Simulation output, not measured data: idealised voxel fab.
Proc. module: voxel wiring stack
cross-section cut | 300 nm wide | cells 5 nm
Cross-section layout: square cells on a grid; listed as bands, top to bottom; a band spans one or more cell rows.
In this notation a band is specified by the heights of its top and bottom, in that order and in nm, after which its materials appear from left to right, each paired with its width in nm. The word "everywhere" attached to a single material means that material fills the band from edge to edge; the word "empty" stands for empty space.
It should be noted that heights are counted from 0, beneath which the wafer as supplied is of one material throughout, and that the lowest band possesses no lower boundary but continues downward, as written in "0 nm and below".
You'd read "30->40" like this: the band's top row of cells is as wide as the first number, its bottom row is as wide as the second, and going down, every row changes width by the same amount as the row before did.
Where the words "no change occurred" appear for a step, the cross-section shows no cell changed by that step; every cell remained as before.
Heads up: "Voids, fully enclosed" only lists the empty pockets with no open path to the top that are 8 cells or more, and it writes them as width x height at distance, distance from the left edge, in nm.
Where a step's line continues beyond its settings, the continuation is a remark by the simulator itself on that step.
overlay nm: right-of-plan distance of the mask on a masked step; negative values mean left-of-plan.
# These are the steps we planned for the process
1 RECEIVE: material Si
2 CONFORMAL_DEP: material SiO2, thk nm 15
3 DIRECTIONAL_DEP: material TiN, thk nm 5
4 DIRECTIONAL_DEP: material Ru, thk nm 25
5 PATTERN: tone cover, mask id METAL_1, material resist, width nm 20, pitch nm 35, thk nm 20, overlay nm 0
6 DIRECTIONAL_ETCH: etch materials Ru, depth nm 25
7 DIRECTIONAL_ETCH: etch materials TiN, depth nm 5
8 STRIP: etch materials resist
9 FILL_DEP: material SiO2, thk nm 5
10 CMP: height nm 45
11 CONFORMAL_DEP: material SiCN, thk nm 5
12 DIRECTIONAL_DEP: material SiO2, thk nm 30
13 PATTERN: tone open, mask id METAL_2_HOLES, material resist, width nm 15, pitch nm 35, thk nm 20, overlay nm 0
14 DIRECTIONAL_ETCH: etch materials SiO2, depth nm 30
15 STRIP: etch materials resist
16 PATTERN: tone open, mask id METAL_2, material resist, width nm 20, pitch nm 35, thk nm 20, overlay nm 0
17 DIRECTIONAL_ETCH: etch materials SiO2, depth nm 15
18 DIRECTIONAL_ETCH: etch materials SiCN, depth nm 5
19 STRIP: etch materials resist
20 CONFORMAL_DEP: material TiN, thk nm 5
21 FILL_DEP: material Cu, thk nm 10
22 CMP: height nm 80
23 CONFORMAL_DEP: material SiCN, thk nm 5
24 DIRECTIONAL_DEP: material SiO2, thk nm 10
25 MASKED_ETCH: tone open, mask id PLUG_2, width nm 15, pitch nm 35, etch materials SiO2, depth nm 10, overlay nm 0
26 MASKED_ETCH: tone open, mask id PLUG_2, width nm 15, pitch nm 35, etch materials SiCN, depth nm 5, overlay nm 0
27 EPI: material Ru, thk nm 10
28 EPI: material Ru, thk nm 5
29 DIRECTIONAL_DEP: material TiN, thk nm 5
30 DIRECTIONAL_DEP: material Ru, thk nm 20
31 MASKED_ETCH: tone cover, mask id METAL_3, width nm 20, pitch nm 35, etch materials Ru, depth nm 20, overlay nm -15
32 MASKED_ETCH: tone cover, mask id METAL_3, width nm 20, pitch nm 35, etch materials TiN, depth nm 5, overlay nm 0
33 FILL_DEP: material SiO2, thk nm 10
34 CMP: height nm 120
35 CONFORMAL_DEP: material SiCN, thk nm 5
36 DIRECTIONAL_DEP: material SiO2, thk nm 20
37 DIRECTIONAL_DEP: material aC, thk nm 10
38 PATTERN: tone open, mask id PLUG_3, material resist, width nm 15, pitch nm 35, thk nm 25, overlay nm 0
39 DIRECTIONAL_ETCH: etch materials aC, depth nm 10
40 STRIP: etch materials resist
41 DIRECTIONAL_ETCH: etch materials SiO2, depth nm 20
42 DIRECTIONAL_ETCH: etch materials SiCN, depth nm 5
43 STRIP: etch materials aC
44 CONFORMAL_DEP: material TiN, thk nm 5
45 FILL_DEP: material Cu, thk nm 10
46 CMP: height nm 145
47 DIRECTIONAL_DEP: material TiN, thk nm 5
48 DIRECTIONAL_DEP: material W, thk nm 25
49 MASKED_ETCH: tone cover, mask id METAL_4, width nm 20, pitch nm 35, etch materials W, depth nm 25, overlay nm 0
50 MASKED_ETCH: tone cover, mask id METAL_4, width nm 20, pitch nm 35, etch materials TiN, depth nm 5, overlay nm 0
51 CONFORMAL_DEP: material SiN, thk nm 5
52 FILL_DEP: material lowk, thk nm 5
53 CMP: height nm 175
54 CONFORMAL_DEP: material SiN, thk nm 5
What sets these wafers apart? The overlay nm at step 31. They all start alike, and the plan carries the first wafer's value.
# Incoming state of the first of several wafers in cross-section: after step 1
    0 nm and below: Si everywhere
    Voids, fully enclosed: none
# Tabulated below, wafer by wafer, are the end-of-module results: for each material, the number of cells gained (+) or lost (-) relative to the as-received state, followed by the closed voids
overlay nm -15, +48 Cu, +180 Ru, +144 SiCN, +144 SiN, +1216 SiO2, +168 TiN, +80 W, +180 lowk, Voids, fully enclosed: none
overlay nm -10, +48 Cu, +180 Ru, +144 SiCN, +144 SiN, +1220 SiO2, +164 TiN, +80 W, +180 lowk, Voids, fully enclosed: none
overlay nm -5, +48 Cu, +180 Ru, +144 SiCN, +144 SiN, +1224 SiO2, +160 TiN, +80 W, +180 lowk, Voids, fully enclosed: none
overlay nm 0, +48 Cu, +180 Ru, +144 SiCN, +144 SiN, +1228 SiO2, +156 TiN, +80 W, +180 lowk, Voids, fully enclosed: none
overlay nm 5, +48 Cu, +180 Ru, +144 SiCN, +144 SiN, +1224 SiO2, +160 TiN, +80 W, +180 lowk, Voids, fully enclosed: none
overlay nm 10, +48 Cu, +180 Ru, +144 SiCN, +144 SiN, +1220 SiO2, +164 TiN, +80 W, +180 lowk, Voids, fully enclosed: none
overlay nm 15, +48 Cu, +180 Ru, +144 SiCN, +144 SiN, +1216 SiO2, +168 TiN, +80 W, +180 lowk, Voids, fully enclosed: none
